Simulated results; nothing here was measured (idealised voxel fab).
The process module that follows is named voxel trench capacitor.
Displayed cross-section: cut, width of 295 nm, square cells sized 5 nm.
Cross-section format: a grid of square cells, given as bands from top to bottom; each band is one or more rows of cells.
It is stipulated that each band's entry specify, in nanometres, the height of the top of the band and then that of its bottom, followed by the materials of the band in left-to-right sequence, each together with its width in nanometres. A single material marked by the word "all across" is understood to fill the band from edge to edge; the word "air" is understood to denote empty space.
Heights are measured from 0, the level below which the as-received wafer is all one material; the lowest band has no bottom and continues downward, written as in "0 nm and below".
When a width is written as two numbers, as in "30..40", the first number is the width in the top row of cells of the band and the second is the width in its bottom row, and the width changes by the same amount from each row to the next.
"remained unchanged" (step): cross-section cells unchanged, all of them.
Look at "Voids, enclosed" for the closed voids: empty spaces with no open path to the top, sized 8 cells or up. Each is width x height at distance, distance from the left edge, all nm.
Step line, after settings: the simulator's comment on this step.
If you see "overlay nm" on a step's line and that step has a mask, it's telling you how far right of where it was planned the mask ended up; a negative number means it went left instead.

## Steps planned for the process
- 1: RECEIVE (material Si)
- 2: CONFORMAL_DEP (material SiN; thk nm 5)
- 3: DIRECTIONAL_DEP (material aC; thk nm 10)
- 4: PATTERN (tone open; mask id TRENCH; material resist; width nm 20; pitch nm 50; thk nm 30; overlay nm -15)
- 5: DIRECTIONAL_ETCH (etch materials aC; depth nm 10)
- 6: STRIP (etch materials resist)
- 7: DIRECTIONAL_ETCH (etch materials SiN; depth nm 5)
- 8: DIRECTIONAL_ETCH (etch materials Si; depth nm 35)
- 9: STRIP (etch materials aC)
- 10: CONFORMAL_DEP (material SiO2; thk nm 5)
- 11: FILL_DEP (material polySi; thk nm 10)
- 12: CMP (height nm 5)
The value of overlay nm given for step 4 in the plan refers to the first wafer; the wafers vary in this setting and are alike at the start.

## Cross-section of the first incoming wafer of several, state after step 1
    0 nm and below | Si all across
    Voids, enclosed: none

## First of several wafers, sectioned at end of module (last step: step 12)
    5 nm to 0 nm | SiN=45; SiO2=5; polySi=10; SiO2=5; SiN=30; SiO2=5; polySi=10; SiO2=5; SiN=30; SiO2=5; polySi=10; SiO2=5; SiN=30; SiO2=5; polySi=10; SiO2=5; SiN=80
    0 nm to -30 nm | Si=45; SiO2=5; polySi=10; SiO2=5; Si=30; SiO2=5; polySi=10; SiO2=5; Si=30; SiO2=5; polySi=10; SiO2=5; Si=30; SiO2=5; polySi=10; SiO2=5; Si=80
    -30 nm to -35 nm | Si=45; SiO2=20; Si=30; SiO2=20; Si=30; SiO2=20; Si=30; SiO2=20; Si=80
    -35 nm and below | Si all across
    Voids, enclosed: none

## Cross-section of the final wafer among several, taken at the end of the module
    5 nm to 0 nm | SiN=75; SiO2=5; polySi=10; SiO2=5; SiN=30; SiO2=5; polySi=10; SiO2=5; SiN=30; SiO2=5; polySi=10; SiO2=5; SiN=30; SiO2=5; polySi=10; SiO2=5; SiN=50
    0 nm to -30 nm | Si=75; SiO2=5; polySi=10; SiO2=5; Si=30; SiO2=5; polySi=10; SiO2=5; Si=30; SiO2=5; polySi=10; SiO2=5; Si=30; SiO2=5; polySi=10; SiO2=5; Si=50
    -30 nm to -35 nm | Si=75; SiO2=20; Si=30; SiO2=20; Si=30; SiO2=20; Si=30; SiO2=20; Si=50
    -35 nm and below | Si all across
    Voids, enclosed: none

## Take any row and you have a wafer at the end of the module: how many cells of each material it has gained (+) or lost (-) since it was received, and then its closed voids
overlay nm -15, -112 Si, +43 SiN, +72 SiO2, +56 polySi, Voids, enclosed: none
overlay nm -10, -112 Si, +43 SiN, +72 SiO2, +56 polySi, Voids, enclosed: none
overlay nm -5, -112 Si, +43 SiN, +72 SiO2, +56 polySi, Voids, enclosed: none
overlay nm 0, -112 Si, +43 SiN, +72 SiO2, +56 polySi, Voids, enclosed: none
overlay nm 5, -112 Si, +43 SiN, +72 SiO2, +56 polySi, Voids, enclosed: none
overlay nm 10, -112 Si, +43 SiN, +72 SiO2, +56 polySi, Voids, enclosed: none
overlay nm 15, -112 Si, +43 SiN, +72 SiO2, +56 polySi, Voids, enclosed: none
